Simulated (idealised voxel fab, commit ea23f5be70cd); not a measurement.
process module | voxel self aligned contacts
cross-section cut | 245 nm wide | cells 5 nm
A cross-section is a grid of square cells, given in bands from the top down. A band is one or more rows of cells.
Each band's line starts with the height of the band's top and of its bottom, in nm. Then come its materials from left to right, each with its width in nm. One material with "throughout" fills the band from edge to edge. "air" is empty space.
Height 0 is the level under which the wafer as received is all one material. The lowest band goes on downwards, as in "0 down".
A width such as "30 to 40" changes by the same amount from each row of cells to the next, from the band's top row to its bottom row.
"no change" after a step means that no cell of the cross-section changed.
closed voids: empty space of 8 cells or more with no open way to the top, each as width x height at its distance from the left edge, in nm
after a step's settings: what the simulator itself notes on the step
overlay nm, on a step with a mask: how far to the right of its planned place the mask lay; to the left if negative
plan
1 op RECEIVE | material Si
2 op OXIDIZE | depth nm 5
3 op DIRECTIONAL_DEP | material polySi | thk nm 30
4 op DIRECTIONAL_DEP | material SiN | thk nm 20
5 op DIRECTIONAL_DEP | material aC | thk nm 10
6 op PATTERN | tone cover | mask id GATE | material resist | width nm 35 | pitch nm 80 | thk nm 30 | overlay nm 0
7 op DIRECTIONAL_ETCH | etch materials aC | depth nm 10
8 op STRIP | etch materials resist
9 op DIRECTIONAL_ETCH | etch materials SiN | depth nm 20
10 op DIRECTIONAL_ETCH | etch materials polySi | depth nm 30
11 op STRIP | etch materials aC
12 op CONFORMAL_DEP | material SiN | thk nm 10
13 op DIRECTIONAL_ETCH | etch materials SiN | depth nm 10
14 op FILL_DEP | material SiO2 | thk nm 10
15 op CMP | height nm 55
16 op MASKED_ETCH | tone open | mask id CONTACT | width nm 55 | etch materials SiO2 | depth nm 60 | overlay nm 0
17 op CONFORMAL_DEP | material TiN | thk nm 5
18 op FILL_DEP | material Ru | thk nm 5
19 op CMP | height nm 55
20 op CONFORMAL_DEP | material SiN | thk nm 5
as received, after step 1
  0 down: Si throughout
  closed voids: none
a wafer at the end: this start, this plan, one mistake
  60 to 55: SiN throughout
  55 to 50: SiO2 95 | TiN 15 | Ru 15 | TiN 25 | SiO2 95
  50 to 30: SiO2 50 | SiN 55 | TiN 5 | Ru 15 | TiN 5 | SiN 55 | SiO2 60
  30 to 0: SiO2 50 | SiN 10 | polySi 35 | SiN 10 | TiN 5 | Ru 15 | TiN 5 | SiN 10 | polySi 35 | SiN 10 | SiO2 60
  0 to -5: SiO2 105 | TiN 25 | SiO2 115
  -5 down: Si throughout
  closed voids: none
what went wrong: step 6 ran as: op PATTERN | tone cover | mask id GATE | material resist | width nm 35 | pitch nm 80 | thk nm 30 | overlay nm -5
